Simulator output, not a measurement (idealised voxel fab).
Documented hereafter: the process module known as voxel capacitor over wiring.
The cross-section on display is named cut; it measures 195 nm wide, and its cells are 5 nm squares.
A cross-section is a grid of square cells, given in bands from the top down. A band is one or more rows of cells.
Heads up on the band format: heights come first, top then bottom, in nm. After that it's the materials left to right, each with its width in nm. A single material flagged "everywhere" fills the whole band edge to edge, and "blank" means there's empty space there.
We count height from 0. Below that, the starting wafer is all one material. The lowest band never ends at the bottom but goes on down; see "0 down" for how that is written.
You'd read "30 to 40" like this: the band's top row of cells is as wide as the first number, its bottom row is as wide as the second, and going down, every row changes width by the same amount as the row before did.
Where the words "remained unchanged" appear for a step, the cross-section shows no cell changed by that step; every cell remained as before.
You'll see "Unvented cavities" listing empty spaces that have no way open to the top, as long as they're 8 cells or more; the notation is width x height at distance, where the distance is from the left edge, and all of it is in nm.
Where a step's line continues beyond its settings, the continuation is a remark by the simulator itself on that step.
overlay nm: mask offset rightward from planned place, masked step; negative means leftward offset.
THE FOLLOWING LIST GIVES THE PLANNED PROCESS STEPS
1. RECEIVE | material Si
2. CONFORMAL_DEP | material SiO2 | thk nm 15
3. CONFORMAL_DEP | material SiN | thk nm 5
4. DIRECTIONAL_DEP | material SiO2 | thk nm 20
5. DIRECTIONAL_DEP | material aC | thk nm 15
6. PATTERN | tone open | mask id METAL_1 | material resist | width nm 25 | pitch nm 75 | thk nm 35 | overlay nm 0
7. DIRECTIONAL_ETCH | etch materials aC | depth nm 15
8. STRIP | etch materials resist
9. DIRECTIONAL_ETCH | etch materials SiO2 | depth nm 20
10. DIRECTIONAL_ETCH | etch materials SiN | depth nm 5
11. STRIP | etch materials aC
12. CONFORMAL_DEP | material TiN | thk nm 5
13. FILL_DEP | material Ru | thk nm 5
14. CMP | height nm 40
15. CONFORMAL_DEP | material SiCN | thk nm 5
16. DIRECTIONAL_DEP | material lowk | thk nm 10
17. MASKED_ETCH | tone open | mask id PLUG_1 | width nm 15 | etch materials lowk | depth nm 10 | overlay nm 0
18. MASKED_ETCH | tone open | mask id PLUG_1 | width nm 15 | etch materials SiCN | depth nm 5 | overlay nm 0
19. EPI | material Ru | thk nm 10
20. EPI | material Ru | thk nm 5
21. DIRECTIONAL_DEP | material TiN | thk nm 10
22. DIRECTIONAL_DEP | material HfO2 | thk nm 5
23. DIRECTIONAL_DEP | material TiN | thk nm 10
24. PATTERN | tone cover | mask id UPPER_PLATE | material resist | width nm 55 | thk nm 15 | overlay nm 0
25. DIRECTIONAL_ETCH | etch materials TiN | depth nm 10
26. DIRECTIONAL_ETCH | etch materials HfO2 | depth nm 5
27. STRIP | etch materials resist
28. PATTERN | tone cover | mask id LOWER_PLATE | material resist | width nm 65 | thk nm 15 | overlay nm 0
29. DIRECTIONAL_ETCH | etch materials TiN | depth nm 10
30. STRIP | etch materials resist
31. FILL_DEP | material SiO2 | thk nm 20
32. CMP | height nm 95
33. PATTERN | tone open | mask id PLUG_2 | material resist | width nm 15 | thk nm 20 | overlay nm 0
34. DIRECTIONAL_ETCH | etch materials SiO2 | depth nm 15
35. STRIP | etch materials resist
36. CONFORMAL_DEP | material TiN | thk nm 5
37. FILL_DEP | material Ru | thk nm 5
38. CMP | height nm 95
39. CONFORMAL_DEP | material SiCN | thk nm 5
FIRST WAFER, AS PLANNED
SO THIS IS THE INCOMING WAFER IN CROSS-SECTION - IT'S ALREADY BEEN THROUGH STEP 1
    0 down | Si everywhere
    Unvented cavities: none
UPON COMPLETION OF STEP 2, THE WAFER APPEARS IN CROSS-SECTION AS SHOWN
    15 to 0 | SiO2 everywhere
    Note: structure below 0 unchanged.
UPON COMPLETION OF STEP 3, THE WAFER APPEARS IN CROSS-SECTION AS SHOWN
    20 to 15 | SiN everywhere
    Note: structure below 15 unchanged.
UPON COMPLETION OF STEP 4, THE WAFER APPEARS IN CROSS-SECTION AS SHOWN
    40 to 20 | SiO2 everywhere
    Note: structure below 20 unchanged.
UPON COMPLETION OF STEP 5, THE WAFER APPEARS IN CROSS-SECTION AS SHOWN
    55 to 40 | aC everywhere
    Note: structure below 40 unchanged.
UPON COMPLETION OF STEP 6, THE WAFER APPEARS IN CROSS-SECTION AS SHOWN
    90 to 55 | resist=45, blank=25, resist=50, blank=25, resist=50
    Note: structure below 55 unchanged.
UPON COMPLETION OF STEP 7, THE WAFER APPEARS IN CROSS-SECTION AS SHOWN
    75 to 55 | resist=45, blank=25, resist=50, blank=25, resist=50
    55 to 40 | aC=45, blank=25, aC=50, blank=25, aC=50
    Note: structure below 40 unchanged.
UPON COMPLETION OF STEP 8, THE WAFER APPEARS IN CROSS-SECTION AS SHOWN
    55 to 40 | aC=45, blank=25, aC=50, blank=25, aC=50
    Note: structure below 40 unchanged.
UPON COMPLETION OF STEP 9, THE WAFER APPEARS IN CROSS-SECTION AS SHOWN
    55 to 40 | aC=45, blank=25, aC=50, blank=25, aC=50
    40 to 20 | SiO2=45, blank=25, SiO2=50, blank=25, SiO2=50
    Note: structure below 20 unchanged.
UPON COMPLETION OF STEP 10, THE WAFER APPEARS IN CROSS-SECTION AS SHOWN
    55 to 40 | aC=45, blank=25, aC=50, blank=25, aC=50
    40 to 20 | SiO2=45, blank=25, SiO2=50, blank=25, SiO2=50
    20 to 15 | SiN=45, blank=25, SiN=50, blank=25, SiN=50
    Note: structure below 15 unchanged.
UPON COMPLETION OF STEP 11, THE WAFER APPEARS IN CROSS-SECTION AS SHOWN
    40 to 20 | SiO2=45, blank=25, SiO2=50, blank=25, SiO2=50
    Note: structure below 20 unchanged.
UPON COMPLETION OF STEP 12, THE WAFER APPEARS IN CROSS-SECTION AS SHOWN
    45 to 40 | TiN=50, blank=15, TiN=60, blank=15, TiN=55
    40 to 20 | SiO2=45, TiN=5, blank=15, TiN=5, SiO2=50, TiN=5, blank=15, TiN=5, SiO2=50
    20 to 15 | SiN=45, TiN=25, SiN=50, TiN=25, SiN=50
    Note: structure below 15 unchanged.
UPON COMPLETION OF STEP 13, THE WAFER APPEARS IN CROSS-SECTION AS SHOWN
    50 to 45 | Ru everywhere
    45 to 40 | TiN=50, Ru=15, TiN=60, Ru=15, TiN=55
    40 to 20 | SiO2=45, TiN=5, Ru=15, TiN=5, SiO2=50, TiN=5, Ru=15, TiN=5, SiO2=50
    Note: structure below 20 unchanged.
UPON COMPLETION OF STEP 14, THE WAFER APPEARS IN CROSS-SECTION AS SHOWN
    40 to 20 | SiO2=45, TiN=5, Ru=15, TiN=5, SiO2=50, TiN=5, Ru=15, TiN=5, SiO2=50
    Note: structure below 20 unchanged.
UPON COMPLETION OF STEP 15, THE WAFER APPEARS IN CROSS-SECTION AS SHOWN
    45 to 40 | SiCN everywhere
    Note: structure below 40 unchanged.
UPON COMPLETION OF STEP 16, THE WAFER APPEARS IN CROSS-SECTION AS SHOWN
    55 to 45 | lowk everywhere
    Note: structure below 45 unchanged.
UPON COMPLETION OF STEP 17, THE WAFER APPEARS IN CROSS-SECTION AS SHOWN
    55 to 45 | lowk=55, blank=15, lowk=125
    Note: structure below 45 unchanged.
UPON COMPLETION OF STEP 18, THE WAFER APPEARS IN CROSS-SECTION AS SHOWN
    55 to 45 | lowk=55, blank=15, lowk=125
    45 to 40 | SiCN=55, blank=15, SiCN=125
    Note: structure below 40 unchanged.
UPON COMPLETION OF STEP 19, THE WAFER APPEARS IN CROSS-SECTION AS SHOWN
    55 to 50 | lowk=55, blank=15, lowk=125
    50 to 45 | lowk=55, Ru=15, lowk=125
    45 to 40 | SiCN=55, Ru=15, SiCN=125
    Note: structure below 40 unchanged.
UPON COMPLETION OF STEP 20, THE WAFER APPEARS IN CROSS-SECTION AS SHOWN
    55 to 45 | lowk=55, Ru=15, lowk=125
    Note: structure below 45 unchanged.
UPON COMPLETION OF STEP 21, THE WAFER APPEARS IN CROSS-SECTION AS SHOWN
    65 to 55 | TiN everywhere
    Note: structure below 55 unchanged.
UPON COMPLETION OF STEP 22, THE WAFER APPEARS IN CROSS-SECTION AS SHOWN
    70 to 65 | HfO2 everywhere
    Note: structure below 65 unchanged.
UPON COMPLETION OF STEP 23, THE WAFER APPEARS IN CROSS-SECTION AS SHOWN
    80 to 70 | TiN everywhere
    Note: structure below 70 unchanged.
UPON COMPLETION OF STEP 24, THE WAFER APPEARS IN CROSS-SECTION AS SHOWN
    95 to 80 | blank=55, resist=55, blank=85
    Note: structure below 80 unchanged.
UPON COMPLETION OF STEP 25, THE WAFER APPEARS IN CROSS-SECTION AS SHOWN
    95 to 80 | blank=55, resist=55, blank=85
    80 to 70 | blank=55, TiN=55, blank=85
    Note: structure below 70 unchanged.
UPON COMPLETION OF STEP 26, THE WAFER APPEARS IN CROSS-SECTION AS SHOWN
    95 to 80 | blank=55, resist=55, blank=85
    80 to 70 | blank=55, TiN=55, blank=85
    70 to 65 | blank=55, HfO2=55, blank=85
    Note: structure below 65 unchanged.
UPON COMPLETION OF STEP 27, THE WAFER APPEARS IN CROSS-SECTION AS SHOWN
    80 to 70 | blank=55, TiN=55, blank=85
    Note: structure below 70 unchanged.
UPON COMPLETION OF STEP 28, THE WAFER APPEARS IN CROSS-SECTION AS SHOWN
    95 to 80 | blank=50, resist=65, blank=80
    80 to 70 | blank=50, resist=5, TiN=55, resist=5, blank=80
    70 to 65 | blank=50, resist=5, HfO2=55, resist=5, blank=80
    Note: structure below 65 unchanged.
UPON COMPLETION OF STEP 29, THE WAFER APPEARS IN CROSS-SECTION AS SHOWN
    95 to 80 | blank=50, resist=65, blank=80
    80 to 70 | blank=50, resist=5, TiN=55, resist=5, blank=80
    70 to 65 | blank=50, resist=5, HfO2=55, resist=5, blank=80
    65 to 55 | blank=50, TiN=65, blank=80
    Note: structure below 55 unchanged.
UPON COMPLETION OF STEP 30, THE WAFER APPEARS IN CROSS-SECTION AS SHOWN
    80 to 70 | blank=55, TiN=55, blank=85
    70 to 65 | blank=55, HfO2=55, blank=85
    Note: structure below 65 unchanged.
UPON COMPLETION OF STEP 31, THE WAFER APPEARS IN CROSS-SECTION AS SHOWN
    100 to 80 | SiO2 everywhere
    80 to 70 | SiO2=55, TiN=55, SiO2=85
    70 to 65 | SiO2=55, HfO2=55, SiO2=85
    65 to 55 | SiO2=50, TiN=65, SiO2=80
    Note: structure below 55 unchanged.
UPON COMPLETION OF STEP 32, THE WAFER APPEARS IN CROSS-SECTION AS SHOWN
    95 to 80 | SiO2 everywhere
    Note: structure below 80 unchanged.
UPON COMPLETION OF STEP 33, THE WAFER APPEARS IN CROSS-SECTION AS SHOWN
    115 to 95 | resist=65, blank=15, resist=115
    Note: structure below 95 unchanged.
UPON COMPLETION OF STEP 34, THE WAFER APPEARS IN CROSS-SECTION AS SHOWN
    115 to 95 | resist=65, blank=15, resist=115
    95 to 80 | SiO2=65, blank=15, SiO2=115
    Note: structure below 80 unchanged.
UPON COMPLETION OF STEP 35, THE WAFER APPEARS IN CROSS-SECTION AS SHOWN
    95 to 80 | SiO2=65, blank=15, SiO2=115
    Note: structure below 80 unchanged.
UPON COMPLETION OF STEP 36, THE WAFER APPEARS IN CROSS-SECTION AS SHOWN
    100 to 95 | TiN=70, blank=5, TiN=120
    95 to 85 | SiO2=65, TiN=5, blank=5, TiN=5, SiO2=115
    85 to 80 | SiO2=65, TiN=15, SiO2=115
    Note: structure below 80 unchanged.
UPON COMPLETION OF STEP 37, THE WAFER APPEARS IN CROSS-SECTION AS SHOWN
    105 to 100 | Ru everywhere
    100 to 95 | TiN=70, Ru=5, TiN=120
    95 to 85 | SiO2=65, TiN=5, Ru=5, TiN=5, SiO2=115
    Note: structure below 85 unchanged.
UPON COMPLETION OF STEP 38, THE WAFER APPEARS IN CROSS-SECTION AS SHOWN
    95 to 85 | SiO2=65, TiN=5, Ru=5, TiN=5, SiO2=115
    Note: structure below 85 unchanged.
UPON COMPLETION OF STEP 39, THE WAFER APPEARS IN CROSS-SECTION AS SHOWN
    100 to 95 | SiCN everywhere
    Note: structure below 95 unchanged.
THE SECOND WAFER: COMMON ORIGIN AND PLAN, ONE MISTAKE IN EXECUTION, IDENTICAL TO THE FIRST THROUGH STEP 12
AT THE PLANNED END OF STEP 13, THE SECOND WAFER IN CROSS-SECTION
    50 to 45 | HfO2 everywhere
    45 to 40 | TiN=50, HfO2=15, TiN=60, HfO2=15, TiN=55
    40 to 20 | SiO2=45, TiN=5, HfO2=15, TiN=5, SiO2=50, TiN=5, HfO2=15, TiN=5, SiO2=50
    Note: structure below 20 unchanged.
AT THE PLANNED END OF STEP 14, THE SECOND WAFER IN CROSS-SECTION
    40 to 20 | SiO2=45, TiN=5, HfO2=15, TiN=5, SiO2=50, TiN=5, HfO2=15, TiN=5, SiO2=50
    Note: structure below 20 unchanged.
AT THE PLANNED END OF STEP 15, THE SECOND WAFER IN CROSS-SECTION
    45 to 40 | SiCN everywhere
    Note: structure below 40 unchanged.
AT THE PLANNED END OF STEP 16, THE SECOND WAFER IN CROSS-SECTION
    55 to 45 | lowk everywhere
    Note: structure below 45 unchanged.
AT THE PLANNED END OF STEP 17, THE SECOND WAFER IN CROSS-SECTION
    55 to 45 | lowk=55, blank=15, lowk=125
    Note: structure below 45 unchanged.
AT THE PLANNED END OF STEP 18, THE SECOND WAFER IN CROSS-SECTION
    55 to 45 | lowk=55, blank=15, lowk=125
    45 to 40 | SiCN=55, blank=15, SiCN=125
    Note: structure below 40 unchanged.
AT THE PLANNED END OF STEP 19, THE SECOND WAFER IN CROSS-SECTION
    55 to 50 | lowk=55, blank=15, lowk=125
    50 to 45 | lowk=55, Ru=15, lowk=125
    45 to 40 | SiCN=55, Ru=15, SiCN=125
    Note: structure below 40 unchanged.
AT THE PLANNED END OF STEP 20, THE SECOND WAFER IN CROSS-SECTION
    55 to 45 | lowk=55, Ru=15, lowk=125
    Note: structure below 45 unchanged.
AT THE PLANNED END OF STEP 21, THE SECOND WAFER IN CROSS-SECTION
    65 to 55 | TiN everywhere
    Note: structure below 55 unchanged.
AT THE PLANNED END OF STEP 22, THE SECOND WAFER IN CROSS-SECTION
    70 to 65 | HfO2 everywhere
    Note: structure below 65 unchanged.
AT THE PLANNED END OF STEP 23, THE SECOND WAFER IN CROSS-SECTION
    80 to 70 | TiN everywhere
    Note: structure below 70 unchanged.
AT THE PLANNED END OF STEP 24, THE SECOND WAFER IN CROSS-SECTION
    95 to 80 | blank=55, resist=55, blank=85
    Note: structure below 80 unchanged.
AT THE PLANNED END OF STEP 25, THE SECOND WAFER IN CROSS-SECTION
    95 to 80 | blank=55, resist=55, blank=85
    80 to 70 | blank=55, TiN=55, blank=85
    Note: structure below 70 unchanged.
AT THE PLANNED END OF STEP 26, THE SECOND WAFER IN CROSS-SECTION
    95 to 80 | blank=55, resist=55, blank=85
    80 to 70 | blank=55, TiN=55, blank=85
    70 to 65 | blank=55, HfO2=55, blank=85
    Note: structure below 65 unchanged.
AT THE PLANNED END OF STEP 27, THE SECOND WAFER IN CROSS-SECTION
    80 to 70 | blank=55, TiN=55, blank=85
    Note: structure below 70 unchanged.
AT THE PLANNED END OF STEP 28, THE SECOND WAFER IN CROSS-SECTION
    95 to 80 | blank=50, resist=65, blank=80
    80 to 70 | blank=50, resist=5, TiN=55, resist=5, blank=80
    70 to 65 | blank=50, resist=5, HfO2=55, resist=5, blank=80
    Note: structure below 65 unchanged.
AT THE PLANNED END OF STEP 29, THE SECOND WAFER IN CROSS-SECTION
    95 to 80 | blank=50, resist=65, blank=80
    80 to 70 | blank=50, resist=5, TiN=55, resist=5, blank=80
    70 to 65 | blank=50, resist=5, HfO2=55, resist=5, blank=80
    65 to 55 | blank=50, TiN=65, blank=80
    Note: structure below 55 unchanged.
AT THE PLANNED END OF STEP 30, THE SECOND WAFER IN CROSS-SECTION
    80 to 70 | blank=55, TiN=55, blank=85
    70 to 65 | blank=55, HfO2=55, blank=85
    Note: structure below 65 unchanged.
AT THE PLANNED END OF STEP 31, THE SECOND WAFER IN CROSS-SECTION
    100 to 80 | SiO2 everywhere
    80 to 70 | SiO2=55, TiN=55, SiO2=85
    70 to 65 | SiO2=55, HfO2=55, SiO2=85
    65 to 55 | SiO2=50, TiN=65, SiO2=80
    Note: structure below 55 unchanged.
AT THE PLANNED END OF STEP 32, THE SECOND WAFER IN CROSS-SECTION
    95 to 80 | SiO2 everywhere
    Note: structure below 80 unchanged.
AT THE PLANNED END OF STEP 33, THE SECOND WAFER IN CROSS-SECTION
    115 to 95 | resist=65, blank=15, resist=115
    Note: structure below 95 unchanged.
AT THE PLANNED END OF STEP 34, THE SECOND WAFER IN CROSS-SECTION
    115 to 95 | resist=65, blank=15, resist=115
    95 to 80 | SiO2=65, blank=15, SiO2=115
    Note: structure below 80 unchanged.
AT THE PLANNED END OF STEP 35, THE SECOND WAFER IN CROSS-SECTION
    95 to 80 | SiO2=65, blank=15, SiO2=115
    Note: structure below 80 unchanged.
AT THE PLANNED END OF STEP 36, THE SECOND WAFER IN CROSS-SECTION
    100 to 95 | TiN=70, blank=5, TiN=120
    95 to 85 | SiO2=65, TiN=5, blank=5, TiN=5, SiO2=115
    85 to 80 | SiO2=65, TiN=15, SiO2=115
    Note: structure below 80 unchanged.
AT THE PLANNED END OF STEP 37, THE SECOND WAFER IN CROSS-SECTION
    105 to 100 | Ru everywhere
    100 to 95 | TiN=70, Ru=5, TiN=120
    95 to 85 | SiO2=65, TiN=5, Ru=5, TiN=5, SiO2=115
    Note: structure below 85 unchanged.
AT THE PLANNED END OF STEP 38, THE SECOND WAFER IN CROSS-SECTION
    95 to 85 | SiO2=65, TiN=5, Ru=5, TiN=5, SiO2=115
    Note: structure below 85 unchanged.
AT THE PLANNED END OF STEP 39, THE SECOND WAFER IN CROSS-SECTION
    100 to 95 | SiCN everywhere
    Note: structure below 95 unchanged.
Against the plan, the run slipped here: step 13 was run on a setting that differed from the plan, and what really ran there is FILL_DEP | material HfO2 | thk nm 5
Final difference in cells, second wafer against first, listed per material as more or fewer: HfO2: 24 more | Ru: 24 fewer
